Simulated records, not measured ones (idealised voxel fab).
process module | voxel ribs on slabs
cross-section cut | 265 nm wide | cells 5 nm
A cross-section is a grid of square cells, given in bands from the top down. A band is one or more rows of cells.
Each band's line starts with the height of the band's top and of its bottom, in nm. Then come its materials from left to right, each with its width in nm. One material with "throughout" fills the band from edge to edge. "air" is empty space.
Height 0 is the level under which the wafer as received is all one material. The lowest band goes on downwards, as in "0 down".
A width such as "30 to 40" changes by the same amount from each row of cells to the next, from the band's top row to its bottom row.
"no change" after a step means that no cell of the cross-section changed.
closed voids: empty space of 8 cells or more with no open way to the top, each as width x height at its distance from the left edge, in nm
after a step's settings: what the simulator itself notes on the step
overlay nm, on a step with a mask: how far to the right of its planned place the mask lay; to the left if negative
plan
1 op RECEIVE | material Si
2 op DIRECTIONAL_DEP | material SiO2 | thk nm 30
3 op DIRECTIONAL_DEP | material SiN | thk nm 15
4 op PATTERN | tone cover | mask id RIB | material resist | width nm 20 | thk nm 20 | overlay nm 0
5 op DIRECTIONAL_ETCH | etch materials SiN | depth nm 10
6 op STRIP | etch materials resist
7 op PATTERN | tone cover | mask id SLAB | material resist | width nm 80 | thk nm 20 | overlay nm 0
8 op DIRECTIONAL_ETCH | etch materials SiN | depth nm 5
9 op STRIP | etch materials resist
10 op FILL_DEP | material SiO2 | thk nm 20
11 op CMP | height nm 55
12 op DIRECTIONAL_DEP | material W | thk nm 5
13 op DIRECTIONAL_DEP | material aC | thk nm 15
14 op PATTERN | tone cover | mask id HEATER | material resist | width nm 30 | thk nm 30 | overlay nm 0
15 op DIRECTIONAL_ETCH | etch materials aC | depth nm 15
16 op STRIP | etch materials resist
17 op DIRECTIONAL_ETCH | etch materials W | depth nm 5
18 op STRIP | etch materials aC
19 op CONFORMAL_DEP | material SiO2 | thk nm 10
as received, after step 1
  0 down: Si throughout
  closed voids: none
a wafer at the end: this start, this plan, one mistake
  70 to 65: air 105 | SiO2 50 | air 110
  65 to 60: SiO2 throughout
  60 to 55: SiO2 115 | W 30 | SiO2 120
  55 to 35: SiO2 throughout
  35 to 30: SiO2 90 | SiN 30 | SiO2 20 | SiN 30 | SiO2 95
  30 to 0: SiO2 throughout
  0 down: Si throughout
  closed voids: none
what went wrong: steps 3 and 4 were swapped
